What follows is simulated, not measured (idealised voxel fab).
The following is a process module called voxel transistor to metal.
Section cut is 290 nm wide and gridded with 5 nm square cells.
If you're reading a cross-section in this doc, picture square cells in a grid; it comes to you as bands, top ones listed first down to the bottom, and a band can be one or more rows of cells. For a band, the entry starts with two heights in nm, that of the top and then that of the bottom, and carries on with the band's materials in order from left to right, each alongside its width in nm; the word "everywhere" beside a single material means it fills the band edge to edge, and "blank" means empty space. Heights are expressed relative to 0, this being the level below which the as-received wafer comprises one material exclusively. The lowest band is unbounded in the downward direction and is denoted as in "z 0 and below". Read "30..40" as a graded width: first number on top, second number at the bottom, same change between each pair of neighbouring rows. Where a step carries "remained the same", the cross-section came out of it unchanged, cell for cell. Enclosed voids (no open way to top), threshold 8 cells or more, entry "Trapped cavities", notation width x height at distance, distance from left edge, nm. after a step's settings: what the simulator itself notes on the step. Among the settings permitted on a step's line is "overlay nm"; applied to a step with a mask, it specifies the extent to which the mask lay to the right of its planned position, whereas a negative figure signifies a position to the left. What follows is a series of pairs. Each pair shows a cross-section before one process step and the cross-section after it, and the after view is drawn only down to the lowest band that changed. Beneath each pair is the step that lies between the two, with its settings. Pairs may come from different runs of this module on the same starting wafer, so a pair continues from the one above it only where its entry headed "Prior state" says so.

-- Prior state
z 70 to 45  SiO2 35 nm, then blank 20 nm, then SiO2 55 nm, then blank 20 nm, then SiO2 30 nm, then blank 20 nm, then SiO2 55 nm, then blank 20 nm, then SiO2 35 nm
z 45 to 40  SiCN 35 nm, then blank 20 nm, then SiCN 55 nm, then blank 20 nm, then SiCN 30 nm, then blank 20 nm, then SiCN 55 nm, then blank 20 nm, then SiCN 35 nm
z 40 to 30  SiO2 35 nm, then TiN 5 nm, then Ru 15 nm, then TiN 5 nm, then SiO2 50 nm, then TiN 5 nm, then Ru 15 nm, then TiN 5 nm, then SiO2 25 nm, then TiN 5 nm, then Ru 15 nm, then TiN 5 nm, then SiO2 50 nm, then TiN 5 nm, then Ru 15 nm, then TiN 5 nm, then SiO2 30 nm
z 30 to 25  SiO2 35 nm, then TiN 5 nm, then Ru 10 nm, then TiN 10 nm, then SiO2 50 nm, then TiN 5 nm, then Ru 15 nm, then TiN 5 nm, then SiO2 25 nm, then TiN 5 nm, then Ru 10 nm, then TiN 10 nm, then SiO2 50 nm, then TiN 5 nm, then Ru 15 nm, then TiN 5 nm, then SiO2 30 nm
z 25 to 15  SiO2 35 nm, then TiN 5 nm, then Ru 10 nm, then TiN 5 nm, then SiN 10 nm, then SiO2 5 nm, then SiCN 25 nm, then SiO2 5 nm, then SiN 10 nm, then TiN 5 nm, then Ru 15 nm, then TiN 5 nm, then SiO2 25 nm, then TiN 5 nm, then Ru 10 nm, then TiN 5 nm, then SiN 10 nm, then SiO2 5 nm, then SiCN 25 nm, then SiO2 5 nm, then SiN 10 nm, then TiN 5 nm, then Ru 15 nm, then TiN 5 nm, then SiO2 30 nm
z 15 to 10  SiO2 35 nm, then TiN 20 nm, then SiN 10 nm, then SiO2 5 nm, then polySi 25 nm, then SiO2 5 nm, then SiN 10 nm, then TiN 25 nm, then SiO2 25 nm, then TiN 20 nm, then SiN 10 nm, then SiO2 5 nm, then polySi 25 nm, then SiO2 5 nm, then SiN 10 nm, then TiN 25 nm, then SiO2 30 nm
z 10 to -5  SiO2 35 nm, then nSi 20 nm, then SiN 10 nm, then SiO2 5 nm, then polySi 25 nm, then SiO2 5 nm, then SiN 10 nm, then nSi 20 nm, then SiO2 30 nm, then nSi 20 nm, then SiN 10 nm, then SiO2 5 nm, then polySi 25 nm, then SiO2 5 nm, then SiN 10 nm, then nSi 20 nm, then SiO2 35 nm
z -5 to -10  SiO2 30 nm, then nSi 25 nm, then SiO2 55 nm, then nSi 25 nm, then SiO2 20 nm, then nSi 25 nm, then SiO2 55 nm, then nSi 25 nm, then SiO2 30 nm
z -10 to -25  SiO2 35 nm, then nSi 20 nm, then Si 55 nm, then nSi 20 nm, then SiO2 30 nm, then nSi 20 nm, then Si 55 nm, then nSi 20 nm, then SiO2 35 nm
z -25 to -35  SiO2 35 nm, then Si 95 nm, then SiO2 30 nm, then Si 95 nm, then SiO2 35 nm
z -35 and below  Si everywhere
Trapped cavities: none

-- Step Result
z 75 to 70  TiN 40 nm, then blank 10 nm, then TiN 65 nm, then blank 10 nm, then TiN 40 nm, then blank 10 nm, then TiN 65 nm, then blank 10 nm, then TiN 40 nm
z 70 to 45  SiO2 35 nm, then TiN 5 nm, then blank 10 nm, then TiN 5 nm, then SiO2 55 nm, then TiN 5 nm, then blank 10 nm, then TiN 5 nm, then SiO2 30 nm, then TiN 5 nm, then blank 10 nm, then TiN 5 nm, then SiO2 55 nm, then TiN 5 nm, then blank 10 nm, then TiN 5 nm, then SiO2 35 nm
z 45 to 40  SiCN 35 nm, then TiN 20 nm, then SiCN 55 nm, then TiN 20 nm, then SiCN 30 nm, then TiN 20 nm, then SiCN 55 nm, then TiN 20 nm, then SiCN 35 nm
Under the height 40 nothing was changed.
Trapped cavities: none
Relating the two cross-sections above, the step in between is CONFORMAL_DEP, material TiN, thk nm 5

Prior state: unchanged from the after cross-section in the pair immediately above; refer to that figure.

-- Step Result
z 85 to 75  Cu everywhere
z 75 to 70  TiN 40 nm, then Cu 10 nm, then TiN 65 nm, then Cu 10 nm, then TiN 40 nm, then Cu 10 nm, then TiN 65 nm, then Cu 10 nm, then TiN 40 nm
z 70 to 45  SiO2 35 nm, then TiN 5 nm, then Cu 10 nm, then TiN 5 nm, then SiO2 55 nm, then TiN 5 nm, then Cu 10 nm, then TiN 5 nm, then SiO2 30 nm, then TiN 5 nm, then Cu 10 nm, then TiN 5 nm, then SiO2 55 nm, then TiN 5 nm, then Cu 10 nm, then TiN 5 nm, then SiO2 35 nm
Under the height 45 nothing was changed.
Trapped cavities: none
Relating the two cross-sections above, the step in between is FILL_DEP, material Cu, thk nm 10

Prior state: unchanged from the after cross-section in the pair immediately above; refer to that figure.

-- Step Result
z 70 to 45  SiO2 35 nm, then TiN 5 nm, then Cu 10 nm, then TiN 5 nm, then SiO2 55 nm, then TiN 5 nm, then Cu 10 nm, then TiN 5 nm, then SiO2 30 nm, then TiN 5 nm, then Cu 10 nm, then TiN 5 nm, then SiO2 55 nm, then TiN 5 nm, then Cu 10 nm, then TiN 5 nm, then SiO2 35 nm
Under the height 45 nothing was changed.
Trapped cavities: none
Relating the two cross-sections above, the step in between is CMP, height nm 70

Prior state: unchanged from the after cross-section in the pair immediately above; refer to that figure.

-- Step Result
z 75 to 70  SiCN everywhere
Under the height 70 nothing was changed.
Trapped cavities: none
Relating the two cross-sections above, the step in between is CONFORMAL_DEP, material SiCN, thk nm 5

Prior state: unchanged from the after cross-section in the pair immediately above; refer to that figure.

-- Step Result
z 100 to 75  SiO2 everywhere
Under the height 75 nothing was changed.
Trapped cavities: none
Relating the two cross-sections above, the step in between is DIRECTIONAL_DEP, material SiO2, thk nm 25

Prior state: unchanged from the after cross-section in the pair immediately above; refer to that figure.

-- Step Result
z 120 to 100  resist 35 nm, then blank 20 nm, then resist 105 nm, then blank 20 nm, then resist 110 nm
Under the height 100 nothing was changed.
Trapped cavities: none
Relating the two cross-sections above, the step in between is PATTERN, tone open, mask id METAL_2, material resist, width nm 20, pitch nm 125, thk nm 20, overlay nm 0

Prior state: unchanged from the after cross-section in the pair immediately above; refer to that figure.

-- Step Result
z 120 to 100  resist 35 nm, then blank 20 nm, then resist 105 nm, then blank 20 nm, then resist 110 nm
z 100 to 85  SiO2 35 nm, then blank 20 nm, then SiO2 105 nm, then blank 20 nm, then SiO2 110 nm
Under the height 85 nothing was changed.
Trapped cavities: none
Relating the two cross-sections above, the step in between is DIRECTIONAL_ETCH, etch materials SiO2, depth nm 15

Prior state: unchanged from the after cross-section in the pair immediately above; refer to that figure.

-- Step Result
z 100 to 85  SiO2 35 nm, then blank 20 nm, then SiO2 105 nm, then blank 20 nm, then SiO2 110 nm
Under the height 85 nothing was changed.
Trapped cavities: none
Relating the two cross-sections above, the step in between is STRIP, etch materials resist

Prior state: unchanged from the after cross-section in the pair immediately above; refer to that figure.

-- Step Result
z 115 to 100  aC 35 nm, then blank 20 nm, then aC 105 nm, then blank 20 nm, then aC 110 nm
z 100 to 85  SiO2 35 nm, then aC 20 nm, then SiO2 105 nm, then aC 20 nm, then SiO2 110 nm
Under the height 85 nothing was changed.
Trapped cavities: none
Relating the two cross-sections above, the step in between is DIRECTIONAL_DEP, material aC, thk nm 15

Prior state: unchanged from the after cross-section in the pair immediately above; refer to that figure.

-- Step Result
z 145 to 115  resist 35 nm, then blank 15 nm, then resist 110 nm, then blank 15 nm, then resist 115 nm
z 115 to 100  aC 35 nm, then blank 15 nm, then resist 5 nm, then aC 105 nm, then blank 15 nm, then resist 5 nm, then aC 110 nm
Under the height 100 nothing was changed.
Trapped cavities: none
Relating the two cross-sections above, the step in between is PATTERN, tone open, mask id METAL_2_HOLES, material resist, width nm 15, pitch nm 125, thk nm 30, overlay nm 0

Prior state: unchanged from the after cross-section in the pair immediately above; refer to that figure.

-- Step Result
z 130 to 115  resist 35 nm, then blank 15 nm, then resist 110 nm, then blank 15 nm, then resist 115 nm
z 115 to 100  aC 35 nm, then blank 15 nm, then resist 5 nm, then aC 105 nm, then blank 15 nm, then resist 5 nm, then aC 110 nm
z 100 to 85  SiO2 35 nm, then blank 15 nm, then aC 5 nm, then SiO2 105 nm, then blank 15 nm, then aC 5 nm, then SiO2 110 nm
Under the height 85 nothing was changed.
Trapped cavities: none
Relating the two cross-sections above, the step in between is DIRECTIONAL_ETCH, etch materials aC, depth nm 15

Prior state: unchanged from the after cross-section in the pair immediately above; refer to that figure.

-- Step Result
z 115 to 100  aC 35 nm, then blank 20 nm, then aC 105 nm, then blank 20 nm, then aC 110 nm
Under the height 100 nothing was changed.
Trapped cavities: none
Relating the two cross-sections above, the step in between is STRIP, etch materials resist

Prior state: unchanged from the after cross-section in the pair immediately above; refer to that figure.

-- Step Result
z 115 to 100  aC 35 nm, then blank 20 nm, then aC 105 nm, then blank 20 nm, then aC 110 nm
z 100 to 85  SiO2 35 nm, then blank 15 nm, then aC 5 nm, then SiO2 105 nm, then blank 15 nm, then aC 5 nm, then SiO2 110 nm
z 85 to 75  SiO2 35 nm, then blank 15 nm, then SiO2 110 nm, then blank 15 nm, then SiO2 115 nm
Under the height 75 nothing was changed.
Trapped cavities: none
Relating the two cross-sections above, the step in between is DIRECTIONAL_ETCH, etch materials SiO2, depth nm 10

Prior state: unchanged from the after cross-section in the pair immediately above; refer to that figure.

-- Step Result
z 115 to 100  aC 35 nm, then blank 20 nm, then aC 105 nm, then blank 20 nm, then aC 110 nm
z 100 to 85  SiO2 35 nm, then blank 15 nm, then aC 5 nm, then SiO2 105 nm, then blank 15 nm, then aC 5 nm, then SiO2 110 nm
z 85 to 75  SiO2 35 nm, then blank 15 nm, then SiO2 110 nm, then blank 15 nm, then SiO2 115 nm
z 75 to 70  SiCN 35 nm, then blank 15 nm, then SiCN 110 nm, then blank 15 nm, then SiCN 115 nm
Under the height 70 nothing was changed.
Trapped cavities: none
Relating the two cross-sections above, the step in between is DIRECTIONAL_ETCH, etch materials SiCN, depth nm 5

Prior state: unchanged from the after cross-section in the pair immediately above; refer to that figure.

-- Step Result
z 100 to 85  SiO2 35 nm, then blank 20 nm, then SiO2 105 nm, then blank 20 nm, then SiO2 110 nm
Under the height 85 nothing was changed.
Trapped cavities: none
Relating the two cross-sections above, the step in between is STRIP, etch materials aC

Prior state: unchanged from the after cross-section in the pair immediately above; refer to that figure.

-- Step Result
z 105 to 100  TiN 40 nm, then blank 10 nm, then TiN 115 nm, then blank 10 nm, then TiN 115 nm
z 100 to 90  SiO2 35 nm, then TiN 5 nm, then blank 10 nm, then TiN 5 nm, then SiO2 105 nm, then TiN 5 nm, then blank 10 nm, then TiN 5 nm, then SiO2 110 nm
z 90 to 85  SiO2 35 nm, then TiN 5 nm, then blank 5 nm, then TiN 10 nm, then SiO2 105 nm, then TiN 5 nm, then blank 5 nm, then TiN 10 nm, then SiO2 110 nm
z 85 to 75  SiO2 35 nm, then TiN 5 nm, then blank 5 nm, then TiN 5 nm, then SiO2 110 nm, then TiN 5 nm, then blank 5 nm, then TiN 5 nm, then SiO2 115 nm
z 75 to 70  SiCN 35 nm, then TiN 15 nm, then SiCN 110 nm, then TiN 15 nm, then SiCN 115 nm
Under the height 70 nothing was changed.
Trapped cavities: none
Relating the two cross-sections above, the step in between is CONFORMAL_DEP, material TiN, thk nm 5

Prior state: unchanged from the after cross-section in the pair immediately above; refer to that figure.

-- Step Result
z 115 to 105  Ru everywhere
z 105 to 100  TiN 40 nm, then Ru 10 nm, then TiN 115 nm, then Ru 10 nm, then TiN 115 nm
z 100 to 90  SiO2 35 nm, then TiN 5 nm, then Ru 10 nm, then TiN 5 nm, then SiO2 105 nm, then TiN 5 nm, then Ru 10 nm, then TiN 5 nm, then SiO2 110 nm
z 90 to 85  SiO2 35 nm, then TiN 5 nm, then Ru 5 nm, then TiN 10 nm, then SiO2 105 nm, then TiN 5 nm, then Ru 5 nm, then TiN 10 nm, then SiO2 110 nm
z 85 to 75  SiO2 35 nm, then TiN 5 nm, then Ru 5 nm, then TiN 5 nm, then SiO2 110 nm, then TiN 5 nm, then Ru 5 nm, then TiN 5 nm, then SiO2 115 nm
Under the height 75 nothing was changed.
Trapped cavities: none
Relating the two cross-sections above, the step in between is FILL_DEP, material Ru, thk nm 10

Prior state: unchanged from the after cross-section in the pair immediately above; refer to that figure.

-- Step Result
z 100 to 90  SiO2 35 nm, then TiN 5 nm, then Ru 10 nm, then TiN 5 nm, then SiO2 105 nm, then TiN 5 nm, then Ru 10 nm, then TiN 5 nm, then SiO2 110 nm
Under the height 90 nothing was changed.
Trapped cavities: none
Relating the two cross-sections above, the step in between is CMP, height nm 100

Prior state: unchanged from the after cross-section in the pair immediately above; refer to that figure.

-- Step Result
z 105 to 100  SiCN everywhere
Under the height 100 nothing was changed.
Trapped cavities: none
Relating the two cross-sections above, the step in between is CONFORMAL_DEP, material SiCN, thk nm 5

-- Prior state
z 115 to 100  aC 35 nm, then blank 20 nm, then aC 105 nm, then blank 20 nm, then aC 110 nm
z 100 to 85  SiO2 35 nm, then aC 20 nm, then SiO2 105 nm, then aC 20 nm, then SiO2 110 nm
z 85 to 75  SiO2 everywhere
z 75 to 70  SiCN everywhere
z 70 to 45  SiO2 35 nm, then TiN 5 nm, then Cu 10 nm, then TiN 5 nm, then SiO2 55 nm, then TiN 5 nm, then Cu 10 nm, then TiN 5 nm, then SiO2 30 nm, then TiN 5 nm, then Cu 10 nm, then TiN 5 nm, then SiO2 55 nm, then TiN 5 nm, then Cu 10 nm, then TiN 5 nm, then SiO2 35 nm
z 45 to 40  SiCN 35 nm, then TiN 20 nm, then SiCN 55 nm, then TiN 20 nm, then SiCN 30 nm, then TiN 20 nm, then SiCN 55 nm, then TiN 20 nm, then SiCN 35 nm
z 40 to 25  SiO2 35 nm, then TiN 5 nm, then Ru 10 nm, then TiN 5 nm, then SiO2 55 nm, then TiN 5 nm, then Ru 10 nm, then TiN 5 nm, then SiO2 30 nm, then TiN 5 nm, then Ru 10 nm, then TiN 5 nm, then SiO2 55 nm, then TiN 5 nm, then Ru 10 nm, then TiN 5 nm, then SiO2 35 nm
z 25 to 15  SiO2 35 nm, then TiN 5 nm, then Ru 10 nm, then TiN 5 nm, then SiN 10 nm, then SiO2 5 nm, then SiCN 25 nm, then SiO2 5 nm, then SiN 10 nm, then TiN 5 nm, then Ru 10 nm, then TiN 5 nm, then SiO2 30 nm, then TiN 5 nm, then Ru 10 nm, then TiN 5 nm, then SiN 10 nm, then SiO2 5 nm, then SiCN 25 nm, then SiO2 5 nm, then SiN 10 nm, then TiN 5 nm, then Ru 10 nm, then TiN 5 nm, then SiO2 35 nm
z 15 to 10  SiO2 35 nm, then TiN 20 nm, then SiN 10 nm, then SiO2 5 nm, then polySi 25 nm, then SiO2 5 nm, then SiN 10 nm, then TiN 20 nm, then SiO2 30 nm, then TiN 20 nm, then SiN 10 nm, then SiO2 5 nm, then polySi 25 nm, then SiO2 5 nm, then SiN 10 nm, then TiN 20 nm, then SiO2 35 nm
z 10 to -5  SiO2 35 nm, then nSi 20 nm, then SiN 10 nm, then SiO2 5 nm, then polySi 25 nm, then SiO2 5 nm, then SiN 10 nm, then nSi 20 nm, then SiO2 30 nm, then nSi 20 nm, then SiN 10 nm, then SiO2 5 nm, then polySi 25 nm, then SiO2 5 nm, then SiN 10 nm, then nSi 20 nm, then SiO2 35 nm
z -5 to -10  SiO2 30 nm, then nSi 25 nm, then SiO2 55 nm, then nSi 25 nm, then SiO2 20 nm, then nSi 25 nm, then SiO2 55 nm, then nSi 25 nm, then SiO2 30 nm
z -10 to -25  SiO2 35 nm, then nSi 20 nm, then Si 55 nm, then nSi 20 nm, then SiO2 30 nm, then nSi 20 nm, then Si 55 nm, then nSi 20 nm, then SiO2 35 nm
z -25 to -35  SiO2 35 nm, then Si 95 nm, then SiO2 30 nm, then Si 95 nm, then SiO2 35 nm
z -35 and below  Si everywhere
Trapped cavities: none

-- Step Result
z 145 to 115  resist 40 nm, then blank 15 nm, then resist 110 nm, then blank 15 nm, then resist 110 nm
z 115 to 100  aC 35 nm, then resist 5 nm, then blank 15 nm, then aC 105 nm, then resist 5 nm, then blank 15 nm, then aC 110 nm
Under the height 100 nothing was changed.
Trapped cavities: none
Relating the two cross-sections above, the step in between is PATTERN, tone open, mask id METAL_2_HOLES, material resist, width nm 15, pitch nm 125, thk nm 30, overlay nm 5

Prior state: unchanged from the after cross-section in the pair immediately above; refer to that figure.

-- Step Result
z 130 to 115  resist 40 nm, then blank 15 nm, then resist 110 nm, then blank 15 nm, then resist 110 nm
z 115 to 100  aC 35 nm, then resist 5 nm, then blank 15 nm, then aC 105 nm, then resist 5 nm, then blank 15 nm, then aC 110 nm
z 100 to 85  SiO2 35 nm, then aC 5 nm, then blank 15 nm, then SiO2 105 nm, then aC 5 nm, then blank 15 nm, then SiO2 110 nm
Under the height 85 nothing was changed.
Trapped cavities: none
Relating the two cross-sections above, the step in between is DIRECTIONAL_ETCH, etch materials aC, depth nm 15

Prior state: unchanged from the after cross-section in the pair immediately above; refer to that figure.

-- Step Result
z 115 to 100  aC 35 nm, then blank 20 nm, then aC 105 nm, then blank 20 nm, then aC 110 nm
Under the height 100 nothing was changed.
Trapped cavities: none
Relating the two cross-sections above, the step in between is STRIP, etch materials resist

Prior state: unchanged from the after cross-section in the pair immediately above; refer to that figure.

-- Step Result
z 115 to 100  aC 35 nm, then blank 20 nm, then aC 105 nm, then blank 20 nm, then aC 110 nm
z 100 to 85  SiO2 35 nm, then aC 5 nm, then blank 15 nm, then SiO2 105 nm, then aC 5 nm, then blank 15 nm, then SiO2 110 nm
z 85 to 75  SiO2 40 nm, then blank 15 nm, then SiO2 110 nm, then blank 15 nm, then SiO2 110 nm
Under the height 75 nothing was changed.
Trapped cavities: none
Relating the two cross-sections above, the step in between is DIRECTIONAL_ETCH, etch materials SiO2, depth nm 10

Prior state: unchanged from the after cross-section in the pair immediately above; refer to that figure.

-- Step Result
z 115 to 100  aC 35 nm, then blank 20 nm, then aC 105 nm, then blank 20 nm, then aC 110 nm
z 100 to 85  SiO2 35 nm, then aC 5 nm, then blank 15 nm, then SiO2 105 nm, then aC 5 nm, then blank 15 nm, then SiO2 110 nm
z 85 to 75  SiO2 40 nm, then blank 15 nm, then SiO2 110 nm, then blank 15 nm, then SiO2 110 nm
z 75 to 70  SiCN 40 nm, then blank 15 nm, then SiCN 110 nm, then blank 15 nm, then SiCN 110 nm
Under the height 70 nothing was changed.
Trapped cavities: none
Relating the two cross-sections above, the step in between is DIRECTIONAL_ETCH, etch materials SiCN, depth nm 5

Prior state: unchanged from the after cross-section in the pair immediately above; refer to that figure.

-- Step Result
z 100 to 85  SiO2 35 nm, then blank 20 nm, then SiO2 105 nm, then blank 20 nm, then SiO2 110 nm
Under the height 85 nothing was changed.
Trapped cavities: none
Relating the two cross-sections above, the step in between is STRIP, etch materials aC

Prior state: unchanged from the after cross-section in the pair immediately above; refer to that figure.

-- Step Result
z 105 to 100  TiN 40 nm, then blank 10 nm, then TiN 115 nm, then blank 10 nm, then TiN 115 nm
z 100 to 90  SiO2 35 nm, then TiN 5 nm, then blank 10 nm, then TiN 5 nm, then SiO2 105 nm, then TiN 5 nm, then blank 10 nm, then TiN 5 nm, then SiO2 110 nm
z 90 to 85  SiO2 35 nm, then TiN 10 nm, then blank 5 nm, then TiN 5 nm, then SiO2 105 nm, then TiN 10 nm, then blank 5 nm, then TiN 5 nm, then SiO2 110 nm
z 85 to 75  SiO2 40 nm, then TiN 5 nm, then blank 5 nm, then TiN 5 nm, then SiO2 110 nm, then TiN 5 nm, then blank 5 nm, then TiN 5 nm, then SiO2 110 nm
z 75 to 70  SiCN 40 nm, then TiN 15 nm, then SiCN 110 nm, then TiN 15 nm, then SiCN 110 nm
Under the height 70 nothing was changed.
Trapped cavities: none
Relating the two cross-sections above, the step in between is CONFORMAL_DEP, material TiN, thk nm 5

Prior state: unchanged from the after cross-section in the pair immediately above; refer to that figure.

-- Step Result
z 115 to 105  Ru everywhere
z 105 to 100  TiN 40 nm, then Ru 10 nm, then TiN 115 nm, then Ru 10 nm, then TiN 115 nm
z 100 to 90  SiO2 35 nm, then TiN 5 nm, then Ru 10 nm, then TiN 5 nm, then SiO2 105 nm, then TiN 5 nm, then Ru 10 nm, then TiN 5 nm, then SiO2 110 nm
z 90 to 85  SiO2 35 nm, then TiN 10 nm, then Ru 5 nm, then TiN 5 nm, then SiO2 105 nm, then TiN 10 nm, then Ru 5 nm, then TiN 5 nm, then SiO2 110 nm
z 85 to 75  SiO2 40 nm, then TiN 5 nm, then Ru 5 nm, then TiN 5 nm, then SiO2 110 nm, then TiN 5 nm, then Ru 5 nm, then TiN 5 nm, then SiO2 110 nm
Under the height 75 nothing was changed.
Trapped cavities: none
Relating the two cross-sections above, the step in between is FILL_DEP, material Ru, thk nm 10

Prior state: unchanged from the after cross-section in the pair immediately above; refer to that figure.

-- Step Result
z 100 to 90  SiO2 35 nm, then TiN 5 nm, then Ru 10 nm, then TiN 5 nm, then SiO2 105 nm, then TiN 5 nm, then Ru 10 nm, then TiN 5 nm, then SiO2 110 nm
Under the height 90 nothing was changed.
Trapped cavities: none
Relating the two cross-sections above, the step in between is CMP, height nm 100

Prior state: unchanged from the after cross-section in the pair immediately above; refer to that figure.

-- Step Result
z 105 to 100  SiCN everywhere
Under the height 100 nothing was changed.
Trapped cavities: none
Relating the two cross-sections above, the step in between is CONFORMAL_DEP, material SiCN, thk nm 5

-- Prior state
z 100 to 90  SiO2 35 nm, then TiN 5 nm, then Ru 10 nm, then TiN 5 nm, then SiO2 105 nm, then TiN 5 nm, then Ru 10 nm, then TiN 5 nm, then SiO2 110 nm
z 90 to 85  SiO2 35 nm, then TiN 5 nm, then Ru 5 nm, then TiN 10 nm, then SiO2 105 nm, then TiN 5 nm, then Ru 5 nm, then TiN 10 nm, then SiO2 110 nm
z 85 to 75  SiO2 35 nm, then TiN 5 nm, then Ru 5 nm, then TiN 5 nm, then SiO2 110 nm, then TiN 5 nm, then Ru 5 nm, then TiN 5 nm, then SiO2 115 nm
z 75 to 70  SiCN 35 nm, then TiN 15 nm, then SiCN 110 nm, then TiN 15 nm, then SiCN 115 nm
z 70 to 45  SiO2 35 nm, then TiN 5 nm, then Cu 10 nm, then TiN 5 nm, then SiO2 55 nm, then TiN 5 nm, then Cu 10 nm, then TiN 5 nm, then SiO2 30 nm, then TiN 5 nm, then Cu 10 nm, then TiN 5 nm, then SiO2 55 nm, then TiN 5 nm, then Cu 10 nm, then TiN 5 nm, then SiO2 35 nm
z 45 to 40  SiCN 35 nm, then TiN 20 nm, then SiCN 55 nm, then TiN 20 nm, then SiCN 30 nm, then TiN 20 nm, then SiCN 55 nm, then TiN 20 nm, then SiCN 35 nm
z 40 to 25  SiO2 35 nm, then TiN 5 nm, then Ru 10 nm, then TiN 5 nm, then SiO2 55 nm, then TiN 5 nm, then Ru 10 nm, then TiN 5 nm, then SiO2 30 nm, then TiN 5 nm, then Ru 10 nm, then TiN 5 nm, then SiO2 55 nm, then TiN 5 nm, then Ru 10 nm, then TiN 5 nm, then SiO2 35 nm
z 25 to 15  SiO2 35 nm, then TiN 5 nm, then Ru 10 nm, then TiN 5 nm, then SiN 10 nm, then SiO2 5 nm, then SiCN 25 nm, then SiO2 5 nm, then SiN 10 nm, then TiN 5 nm, then Ru 10 nm, then TiN 5 nm, then SiO2 30 nm, then TiN 5 nm, then Ru 10 nm, then TiN 5 nm, then SiN 10 nm, then SiO2 5 nm, then SiCN 25 nm, then SiO2 5 nm, then SiN 10 nm, then TiN 5 nm, then Ru 10 nm, then TiN 5 nm, then SiO2 35 nm
z 15 to 10  SiO2 35 nm, then TiN 20 nm, then SiN 10 nm, then SiO2 5 nm, then polySi 25 nm, then SiO2 5 nm, then SiN 10 nm, then TiN 20 nm, then SiO2 30 nm, then TiN 20 nm, then SiN 10 nm, then SiO2 5 nm, then polySi 25 nm, then SiO2 5 nm, then SiN 10 nm, then TiN 20 nm, then SiO2 35 nm
z 10 to -5  SiO2 35 nm, then nSi 20 nm, then SiN 10 nm, then SiO2 5 nm, then polySi 25 nm, then SiO2 5 nm, then SiN 10 nm, then nSi 20 nm, then SiO2 30 nm, then nSi 20 nm, then SiN 10 nm, then SiO2 5 nm, then polySi 25 nm, then SiO2 5 nm, then SiN 10 nm, then nSi 20 nm, then SiO2 35 nm
z -5 to -10  SiO2 30 nm, then nSi 25 nm, then SiO2 55 nm, then nSi 25 nm, then SiO2 20 nm, then nSi 25 nm, then SiO2 55 nm, then nSi 25 nm, then SiO2 30 nm
z -10 to -25  SiO2 35 nm, then nSi 20 nm, then Si 55 nm, then nSi 20 nm, then SiO2 30 nm, then nSi 20 nm, then Si 55 nm, then nSi 20 nm, then SiO2 35 nm
z -25 to -35  SiO2 35 nm, then Si 95 nm, then SiO2 30 nm, then Si 95 nm, then SiO2 35 nm
z -35 and below  Si everywhere
Trapped cavities: none

-- Step Result
z 105 to 100  SiN everywhere
Under the height 100 nothing was changed.
Trapped cavities: none
Relating the two cross-sections above, the step in between is CONFORMAL_DEP, material SiN, thk nm 5

-- Prior state
z 100 to 75  SiO2 everywhere
z 75 to 70  SiCN everywhere
z 70 to 45  SiO2 35 nm, then TiN 5 nm, then Cu 10 nm, then TiN 5 nm, then SiO2 55 nm, then TiN 5 nm, then Cu 10 nm, then TiN 5 nm, then SiO2 30 nm, then TiN 5 nm, then Cu 10 nm, then TiN 5 nm, then SiO2 55 nm, then TiN 5 nm, then Cu 10 nm, then TiN 5 nm, then SiO2 35 nm
z 45 to 40  SiCN 35 nm, then TiN 20 nm, then SiCN 55 nm, then TiN 20 nm, then SiCN 30 nm, then TiN 20 nm, then SiCN 55 nm, then TiN 20 nm, then SiCN 35 nm
z 40 to 25  SiO2 35 nm, then TiN 5 nm, then Ru 10 nm, then TiN 5 nm, then SiO2 55 nm, then TiN 5 nm, then Ru 10 nm, then TiN 5 nm, then SiO2 30 nm, then TiN 5 nm, then Ru 10 nm, then TiN 5 nm, then SiO2 55 nm, then TiN 5 nm, then Ru 10 nm, then TiN 5 nm, then SiO2 35 nm
z 25 to 15  SiO2 35 nm, then TiN 5 nm, then Ru 10 nm, then TiN 5 nm, then SiN 10 nm, then SiO2 5 nm, then SiCN 25 nm, then SiO2 5 nm, then SiN 10 nm, then TiN 5 nm, then Ru 10 nm, then TiN 5 nm, then SiO2 30 nm, then TiN 5 nm, then Ru 10 nm, then TiN 5 nm, then SiN 10 nm, then SiO2 5 nm, then SiCN 25 nm, then SiO2 5 nm, then SiN 10 nm, then TiN 5 nm, then Ru 10 nm, then TiN 5 nm, then SiO2 35 nm
z 15 to 10  SiO2 35 nm, then TiN 20 nm, then SiN 10 nm, then SiO2 5 nm, then polySi 25 nm, then SiO2 5 nm, then SiN 10 nm, then TiN 20 nm, then SiO2 30 nm, then TiN 20 nm, then SiN 10 nm, then SiO2 5 nm, then polySi 25 nm, then SiO2 5 nm, then SiN 10 nm, then TiN 20 nm, then SiO2 35 nm
z 10 to -5  SiO2 35 nm, then nSi 20 nm, then SiN 10 nm, then SiO2 5 nm, then polySi 25 nm, then SiO2 5 nm, then SiN 10 nm, then nSi 20 nm, then SiO2 30 nm, then nSi 20 nm, then SiN 10 nm, then SiO2 5 nm, then polySi 25 nm, then SiO2 5 nm, then SiN 10 nm, then nSi 20 nm, then SiO2 35 nm
z -5 to -10  SiO2 30 nm, then nSi 25 nm, then SiO2 55 nm, then nSi 25 nm, then SiO2 20 nm, then nSi 25 nm, then SiO2 55 nm, then nSi 25 nm, then SiO2 30 nm
z -10 to -25  SiO2 35 nm, then nSi 20 nm, then Si 55 nm, then nSi 20 nm, then SiO2 30 nm, then nSi 20 nm, then Si 55 nm, then nSi 20 nm, then SiO2 35 nm
z -25 to -35  SiO2 35 nm, then Si 95 nm, then SiO2 30 nm, then Si 95 nm, then SiO2 35 nm
z -35 and below  Si everywhere
Trapped cavities: none

-- Step Result
z 120 to 100  blank 35 nm, then resist 20 nm, then blank 105 nm, then resist 20 nm, then blank 110 nm
Under the height 100 nothing was changed.
Trapped cavities: none
Relating the two cross-sections above, the step in between is PATTERN, tone cover, mask id METAL_2, material resist, width nm 20, pitch nm 125, thk nm 20, overlay nm 0

Prior state: unchanged from the after cross-section in the pair immediately above; refer to that figure.

-- Step Result
z 120 to 100  blank 35 nm, then resist 20 nm, then blank 105 nm, then resist 20 nm, then blank 110 nm
z 100 to 85  blank 35 nm, then SiO2 20 nm, then blank 105 nm, then SiO2 20 nm, then blank 110 nm
Under the height 85 nothing was changed.
Trapped cavities: none
Relating the two cross-sections above, the step in between is DIRECTIONAL_ETCH, etch materials SiO2, depth nm 15

Prior state: unchanged from the after cross-section in the pair immediately above; refer to that figure.

-- Step Result
z 100 to 85  blank 35 nm, then SiO2 20 nm, then blank 105 nm, then SiO2 20 nm, then blank 110 nm
Under the height 85 nothing was changed.
Trapped cavities: none
Relating the two cross-sections above, the step in between is STRIP, etch materials resist
